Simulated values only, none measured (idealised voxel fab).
voxel capacitor over wiring: a process module
The figure presents cross-section cut, which has a width of 230 nm and is divided into square cells with an edge length of 5 nm.
We lay out every cross-section as a grid of square cells and spell it out in bands from the top down, where one band means one or more rows of cells. The band entry comprises the height of the band's top followed by the height of its bottom, expressed in nm, and subsequently the band's materials from left to right, each stated together with its width in nm. Where a single material is marked with the word "throughout", that material fills the band from edge to edge. The word "air" represents empty space. Ref level 0: as-received wafer is one material below here. Bottom band extends down with no lower bound ("0 and below"). Quick explanation for "30..40": the width changes in equal steps down the rows of cells, from the first number in the band's top row to the second number in its bottom row. What does "nothing was modified" mean for a step? It means no cell of the cross-section changed in that step. Any empty space of 8 cells or more lacking an open way to the top shows up in "Fully enclosed voids" as width x height at distance, distance from the left edge, in nm. Past the settings on a step's line: simulator remark, on that step. What "overlay nm" on a step's line means: if the step has a mask, that mask lay this far to the right of its planned place, or, when the value is negative, to the left.
# Process steps - plan
1,RECEIVE | material Si
2,CONFORMAL_DEP | material SiO2 | thk nm 15
3,DIRECTIONAL_DEP | material TiN | thk nm 5
4,DIRECTIONAL_DEP | material Ru | thk nm 15
5,PATTERN | tone cover | mask id METAL_1 | material resist | width nm 25 | pitch nm 80 | thk nm 20 | overlay nm 0
6,DIRECTIONAL_ETCH | etch materials Ru | depth nm 15
7,DIRECTIONAL_ETCH | etch materials TiN | depth nm 5
8,STRIP | etch materials resist
9,FILL_DEP | material lowk | thk nm 10
10,CMP | height nm 35
11,CONFORMAL_DEP | material SiCN | thk nm 5
12,DIRECTIONAL_DEP | material lowk | thk nm 20
13,DIRECTIONAL_DEP | material aC | thk nm 10
14,PATTERN | tone open | mask id PLUG_1 | material resist | width nm 15 | thk nm 30 | overlay nm 0
15,DIRECTIONAL_ETCH | etch materials aC | depth nm 10
16,STRIP | etch materials resist
17,DIRECTIONAL_ETCH | etch materials lowk | depth nm 20
18,DIRECTIONAL_ETCH | etch materials SiCN | depth nm 5
19,STRIP | etch materials aC
20,CONFORMAL_DEP | material TiN | thk nm 5
21,FILL_DEP | material Ru | thk nm 5
22,CMP | height nm 60
23,DIRECTIONAL_DEP | material TiN | thk nm 10
24,DIRECTIONAL_DEP | material Al2O3 | thk nm 5
25,DIRECTIONAL_DEP | material TiN | thk nm 5
26,MASKED_ETCH | tone cover | mask id UPPER_PLATE | width nm 60 | etch materials TiN | depth nm 5 | overlay nm 0
27,MASKED_ETCH | tone cover | mask id UPPER_PLATE | width nm 60 | etch materials Al2O3 | depth nm 5 | overlay nm -15
28,MASKED_ETCH | tone cover | mask id LOWER_PLATE | width nm 70 | etch materials TiN | depth nm 10 | overlay nm 0
29,FILL_DEP | material SiO2 | thk nm 15
30,CMP | height nm 90
31,DIRECTIONAL_DEP | material aC | thk nm 10
32,PATTERN | tone open | mask id PLUG_2 | material resist | width nm 15 | thk nm 25 | overlay nm 0
33,DIRECTIONAL_ETCH | etch materials aC | depth nm 10
34,STRIP | etch materials resist
35,DIRECTIONAL_ETCH | etch materials SiO2 | depth nm 10
36,STRIP | etch materials aC
37,CONFORMAL_DEP | material TiN | thk nm 5
38,FILL_DEP | material Ru | thk nm 5
39,CMP | height nm 90
40,CONFORMAL_DEP | material SiCN | thk nm 5
Every wafer here starts from the same state; it is the step 27 overlay nm that distinguishes them, and the value the plan gives belongs to the first wafer.
# Cut through the first of several wafers as received, post step 1
    0 and below | Si throughout
    Fully enclosed voids: none
# Module finished, last step 40 done: cross-section of the first of several wafers
    95 down to 90 | SiCN throughout
    90 down to 85 | SiO2 80 nm, then TiN 5 nm, then Ru 5 nm, then TiN 5 nm, then SiO2 135 nm
    85 down to 75 | SiO2 80..70 nm, then TiN 15..60 nm, then SiO2 135..100 nm
    75 down to 70 | SiO2 55 nm, then Al2O3 75 nm, then SiO2 100 nm
    70 down to 60 | SiO2 55 nm, then TiN 80 nm, then SiO2 95 nm
    60 down to 40 | lowk 70 nm, then TiN 5 nm, then Ru 5 nm, then TiN 5 nm, then lowk 145 nm
    40 down to 35 | SiCN 70 nm, then TiN 15 nm, then SiCN 145 nm
    35 down to 20 | lowk 60 nm, then Ru 25 nm, then lowk 55 nm, then Ru 25 nm, then lowk 65 nm
    20 down to 15 | lowk 60 nm, then TiN 25 nm, then lowk 55 nm, then TiN 25 nm, then lowk 65 nm
    15 down to 0 | SiO2 throughout
    0 and below | Si throughout
    Fully enclosed voids: none
# The module's end: a cross-section of the last wafer
    95 down to 90 | SiCN throughout
    90 down to 85 | SiO2 80 nm, then TiN 5 nm, then Ru 5 nm, then TiN 5 nm, then SiO2 135 nm
    85 down to 75 | SiO2 80..70 nm, then TiN 15..60 nm, then SiO2 135..100 nm
    75 down to 70 | SiO2 70 nm, then Al2O3 75 nm, then SiO2 85 nm
    70 down to 60 | SiO2 65 nm, then TiN 80 nm, then SiO2 85 nm
    60 down to 40 | lowk 70 nm, then TiN 5 nm, then Ru 5 nm, then TiN 5 nm, then lowk 145 nm
    40 down to 35 | SiCN 70 nm, then TiN 15 nm, then SiCN 145 nm
    35 down to 20 | lowk 60 nm, then Ru 25 nm, then lowk 55 nm, then Ru 25 nm, then lowk 65 nm
    20 down to 15 | lowk 60 nm, then TiN 25 nm, then lowk 55 nm, then TiN 25 nm, then lowk 65 nm
    15 down to 0 | SiO2 throughout
    0 and below | Si throughout
    Fully enclosed voids: none
# Rows = wafers. At module end, each row lists per material the cells gained (+) or lost (-) since the wafer was received, then the closed voids
overlay nm -15; +15 Al2O3; +35 Ru; +89 SiCN; +349 SiO2; +70 TiN; +316 lowk; Fully enclosed voids: none
overlay nm -10; +14 Al2O3; +35 Ru; +89 SiCN; +352 SiO2; +68 TiN; +316 lowk; Fully enclosed voids: none
overlay nm -5; +13 Al2O3; +35 Ru; +89 SiCN; +355 SiO2; +66 TiN; +316 lowk; Fully enclosed voids: none
overlay nm 0; +12 Al2O3; +35 Ru; +89 SiCN; +356 SiO2; +66 TiN; +316 lowk; Fully enclosed voids: none
overlay nm 5; +13 Al2O3; +35 Ru; +89 SiCN; +355 SiO2; +66 TiN; +316 lowk; Fully enclosed voids: none
overlay nm 10; +14 Al2O3; +35 Ru; +89 SiCN; +352 SiO2; +68 TiN; +316 lowk; Fully enclosed voids: none
overlay nm 15; +15 Al2O3; +35 Ru; +89 SiCN; +349 SiO2; +70 TiN; +316 lowk; Fully enclosed voids: none
